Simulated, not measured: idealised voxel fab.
voxel wiring stack: a process module
Cross-section cut spans 260 nm and uses square cells 5 nm in size.
In what follows, cross-sections appear as grids of square cells, described through bands that run from the top down, where every band is one or more rows of cells.
Band: top and bottom heights (nm) first, top before bottom; then materials from left to right, widths in nm. "throughout" marks a sole material filling the band edge to edge. "empty" denotes empty space.
We count height from 0. Below that, the starting wafer is all one material. The lowest band never ends at the bottom but goes on down; see "0 and below" for how that is written.
The notation "30..40" denotes a width that varies across the rows of cells in the band, beginning at the first number in the top row, finishing at the second number in the bottom row, and changing by an identical amount from each row to the next.
Reading "no change occurred" for a step: not a cell of the cross-section changed in it.
"Enclosed empty spaces": sealed empty spaces, 8 cells or more, no open way to top, listed width x height at distance, with distance from the left edge and width, height and distance in nm.
Text after the settings on a step's line: the simulator's own remark on that step.
You can add "overlay nm" to a step's line. For a step with a mask, it describes how far the mask lay to the right of its planned position, and a negative number describes a lay to the left.

-- These are the steps we planned for the process
1,op RECEIVE | material Si
2,op CONFORMAL_DEP | material SiO2 | thk nm 10
3,op CONFORMAL_DEP | material SiCN | thk nm 5
4,op DIRECTIONAL_DEP | material SiO2 | thk nm 20
5,op PATTERN | tone open | mask id METAL_1 | material resist | width nm 25 | pitch nm 40 | thk nm 15 | overlay nm 0
6,op DIRECTIONAL_ETCH | etch materials SiO2 | depth nm 20
7,op DIRECTIONAL_ETCH | etch materials SiCN | depth nm 5
8,op STRIP | etch materials resist
9,op CONFORMAL_DEP | material TiN | thk nm 5
10,op FILL_DEP | material W | thk nm 10
11,op CMP | height nm 35
12,op CONFORMAL_DEP | material SiCN | thk nm 5
13,op DIRECTIONAL_DEP | material SiO2 | thk nm 25
14,op PATTERN | tone open | mask id METAL_2 | material resist | width nm 25 | pitch nm 40 | thk nm 20 | overlay nm 0
15,op DIRECTIONAL_ETCH | etch materials SiO2 | depth nm 15
16,op STRIP | etch materials resist
17,op PATTERN | tone open | mask id METAL_2_HOLES | material resist | width nm 15 | pitch nm 80 | thk nm 20 | overlay nm 0
18,op DIRECTIONAL_ETCH | etch materials SiO2 | depth nm 10
19,op DIRECTIONAL_ETCH | etch materials SiCN | depth nm 5
20,op STRIP | etch materials resist
21,op CONFORMAL_DEP | material TiN | thk nm 5
22,op FILL_DEP | material Cu | thk nm 10
23,op CMP | height nm 65
24,op CONFORMAL_DEP | material SiN | thk nm 5

-- Shown in cross-section is the wafer as received, that is, as it stands after step 1
0 and below = Si throughout
Enclosed empty spaces: none

-- Module complete - cross-section of the first of two wafers, run according to plan
70 down to 65 = SiN throughout
65 down to 55 = SiO2 55; TiN 5; Cu 15; TiN 5; SiO2 15; TiN 5; Cu 15; TiN 5; SiO2 15; TiN 5; Cu 15; TiN 5; SiO2 15; TiN 5; Cu 15; TiN 5; SiO2 60
55 down to 50 = SiO2 55; TiN 5; Cu 5; TiN 15; SiO2 15; TiN 25; SiO2 15; TiN 5; Cu 5; TiN 15; SiO2 15; TiN 25; SiO2 60
50 down to 40 = SiO2 55; TiN 5; Cu 5; TiN 5; SiO2 65; TiN 5; Cu 5; TiN 5; SiO2 110
40 down to 35 = SiCN 55; TiN 15; SiCN 65; TiN 15; SiCN 110
35 down to 15 = SiO2 55; TiN 5; W 15; TiN 5; SiO2 15; TiN 5; W 15; TiN 5; SiO2 15; TiN 5; W 15; TiN 5; SiO2 15; TiN 5; W 15; TiN 5; SiO2 60
15 down to 10 = SiCN 55; TiN 25; SiCN 15; TiN 25; SiCN 15; TiN 25; SiCN 15; TiN 25; SiCN 60
10 down to 0 = SiO2 throughout
0 and below = Si throughout
Enclosed empty spaces: none

-- End of module, second wafer, cross-section. Started like the first, planned like the first, run with one mistake
70 down to 65 = SiN throughout
65 down to 55 = Cu throughout
55 down to 50 = Cu 65; TiN 20; Cu 5; TiN 35; Cu 20; TiN 20; Cu 5; TiN 35; Cu 55
50 down to 45 = Cu 65; TiN 5; SiO2 10; TiN 5; Cu 5; TiN 5; SiO2 25; TiN 5; Cu 20; TiN 5; SiO2 10; TiN 5; Cu 5; TiN 5; SiO2 25; TiN 5; Cu 55
45 down to 40 = TiN 60; Cu 5; TiN 5; SiO2 10; TiN 15; SiO2 25; TiN 20; Cu 5; TiN 5; SiO2 10; TiN 15; SiO2 25; TiN 60
40 down to 35 = SiCN 55; TiN 15; SiCN 65; TiN 15; SiCN 110
35 down to 15 = SiO2 55; TiN 5; W 15; TiN 5; SiO2 15; TiN 5; W 15; TiN 5; SiO2 15; TiN 5; W 15; TiN 5; SiO2 15; TiN 5; W 15; TiN 5; SiO2 60
15 down to 10 = SiCN 55; TiN 25; SiCN 15; TiN 25; SiCN 15; TiN 25; SiCN 15; TiN 25; SiCN 60
10 down to 0 = SiO2 throughout
0 and below = Si throughout
Enclosed empty spaces: none
Diagnosis: the intended sequence of steps 13 and 14 was reversed during processing, with each occupying the position of the other
Bottom line after processing is that, in cells, the second wafer is up or down on some materials versus the first: Cu: 136 more | SiO2: 160 fewer | TiN: 24 more
